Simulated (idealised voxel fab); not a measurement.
The document below concerns the process module designated voxel self aligned vias.
The cross-section shown here is cut; it is 210 nm wide and divided into square cells measuring 5 nm on a side.
Reading order for cross-sections: top band down to bottom band. Underlying form: a grid of square cells. Band size: one or more rows of cells.
For a band, the entry starts with two heights in nm, that of the top and then that of the bottom, and carries on with the band's materials in order from left to right, each alongside its width in nm; the word "everywhere" beside a single material means it fills the band edge to edge, and "air" means empty space.
Height 0 is the level under which the wafer as received is all one material. The lowest band goes on downwards, as in "z 0 and below".
The two numbers in a width such as "30..40" mark its ends across the band: the first belongs to the top row of cells, the second to the bottom row, and from each row to the next the width moves by the same amount.
For the purposes of this document, the phrase "no change occurred" attached to a step denotes that no cell within the cross-section was modified by that step.
"Trapped cavities": sealed empty spaces, 8 cells or more, no open way to top, listed width x height at distance, with distance from the left edge and width, height and distance in nm.
Step line, after settings: the simulator's comment on this step.
overlay nm, on a step with a mask: how far to the right of its planned place the mask lay; to the left if negative

Process steps (planned)
step 1: RECEIVE, material Si
step 2: CONFORMAL_DEP, material SiO2, thk nm 15
step 3: CONFORMAL_DEP, material SiCN, thk nm 5
step 4: DIRECTIONAL_DEP, material SiO2, thk nm 20
step 5: PATTERN, tone open, mask id LINES, material resist, width nm 20, pitch nm 55, thk nm 15, overlay nm -15
step 6: DIRECTIONAL_ETCH, etch materials SiO2, depth nm 20
step 7: STRIP, etch materials resist
step 8: CONFORMAL_DEP, material TiN, thk nm 5
step 9: FILL_DEP, material Ru, thk nm 5
step 10: CMP, height nm 40
step 11: SELECTIVE_ETCH, etch materials W Ru TiN, depth nm 10
step 12: FILL_DEP, material SiN, thk nm 10
step 13: CMP, height nm 40
step 14: DIRECTIONAL_DEP, material SiO2, thk nm 20
step 15: MASKED_ETCH, tone open, mask id VIAS, width nm 40, pitch nm 110, etch materials SiO2, depth nm 20, overlay nm 0
step 16: MASKED_ETCH, tone open, mask id VIAS, width nm 40, pitch nm 110, etch materials SiN, depth nm 10, overlay nm 0
step 17: CONFORMAL_DEP, material TiN, thk nm 5
step 18: FILL_DEP, material Cu, thk nm 10
step 19: CMP, height nm 60
step 20: CONFORMAL_DEP, material SiCN, thk nm 5
Heads up: all these wafers start the same, and what changes between them is the overlay nm in step 5. The value you see in the plan is just what the first wafer got.

Received condition of the first of several wafers, sectioned: post-step 1
	z 0 and below: Si everywhere
	Trapped cavities: none

Once step 20, the last step, is complete, the module is at its end; this is the cross-section of the first of several wafers
	z 65 to 60: SiCN everywhere
	z 60 to 45: SiO2 (30), then TiN (5), then Cu (30), then TiN (5), then SiO2 (70), then TiN (5), then Cu (30), then TiN (5), then SiO2 (30)
	z 45 to 40: SiO2 (30), then TiN (5), then Cu (5), then TiN (30), then SiO2 (70), then TiN (5), then Cu (5), then TiN (30), then SiO2 (30)
	z 40 to 35: SiO2 (25), then SiN (5), then TiN (5), then Cu (5), then TiN (5), then SiO2 (35), then SiN (20), then SiO2 (35), then SiN (5), then TiN (5), then Cu (5), then TiN (5), then SiO2 (55)
	z 35 to 30: SiO2 (25), then SiN (5), then TiN (15), then SiO2 (35), then SiN (20), then SiO2 (35), then SiN (5), then TiN (15), then SiO2 (55)
	z 30 to 25: SiO2 (25), then TiN (5), then Ru (10), then TiN (5), then SiO2 (35), then TiN (5), then Ru (10), then TiN (5), then SiO2 (35), then TiN (5), then Ru (10), then TiN (5), then SiO2 (55)
	z 25 to 20: SiO2 (25), then TiN (20), then SiO2 (35), then TiN (20), then SiO2 (35), then TiN (20), then SiO2 (55)
	z 20 to 15: SiCN everywhere
	z 15 to 0: SiO2 everywhere
	z 0 and below: Si everywhere
	Trapped cavities: none

The last wafer as seen in cross-section at the end of the module
	z 65 to 60: SiCN everywhere
	z 60 to 45: SiO2 (30), then TiN (5), then Cu (30), then TiN (5), then SiO2 (70), then TiN (5), then Cu (30), then TiN (5), then SiO2 (30)
	z 45 to 40: SiO2 (30), then TiN (30), then Cu (5), then TiN (5), then SiO2 (70), then TiN (30), then Cu (5), then TiN (5), then SiO2 (30)
	z 40 to 35: SiO2 (55), then TiN (5), then Cu (5), then TiN (5), then SiN (5), then SiO2 (35), then SiN (20), then SiO2 (35), then TiN (5), then Cu (5), then TiN (5), then SiN (5), then SiO2 (25)
	z 35 to 30: SiO2 (55), then TiN (15), then SiN (5), then SiO2 (35), then SiN (20), then SiO2 (35), then TiN (15), then SiN (5), then SiO2 (25)
	z 30 to 25: SiO2 (55), then TiN (5), then Ru (10), then TiN (5), then SiO2 (35), then TiN (5), then Ru (10), then TiN (5), then SiO2 (35), then TiN (5), then Ru (10), then TiN (5), then SiO2 (25)
	z 25 to 20: SiO2 (55), then TiN (20), then SiO2 (35), then TiN (20), then SiO2 (35), then TiN (20), then SiO2 (25)
	z 20 to 15: SiCN everywhere
	z 15 to 0: SiO2 everywhere
	z 0 and below: Si everywhere
	Trapped cavities: none

The following table contains a row per wafer, in which are reported, at the conclusion of the module, the cells of each material gained (+) or lost (-) since the wafer's receipt, with its closed voids given thereafter
overlay nm -15, +40 Cu, +6 Ru, +84 SiCN, +12 SiN, +350 SiO2, +54 TiN, Trapped cavities: none
overlay nm -10, +44 Cu, +6 Ru, +84 SiCN, +8 SiN, +350 SiO2, +54 TiN, Trapped cavities: none
overlay nm -5, +44 Cu, +6 Ru, +84 SiCN, +8 SiN, +350 SiO2, +54 TiN, Trapped cavities: none
overlay nm 0, +44 Cu, +6 Ru, +84 SiCN, +8 SiN, +350 SiO2, +54 TiN, Trapped cavities: none
overlay nm 5, +44 Cu, +6 Ru, +84 SiCN, +8 SiN, +350 SiO2, +54 TiN, Trapped cavities: none
overlay nm 10, +44 Cu, +6 Ru, +84 SiCN, +8 SiN, +350 SiO2, +54 TiN, Trapped cavities: none
overlay nm 15, +40 Cu, +6 Ru, +84 SiCN, +12 SiN, +350 SiO2, +54 TiN, Trapped cavities: none
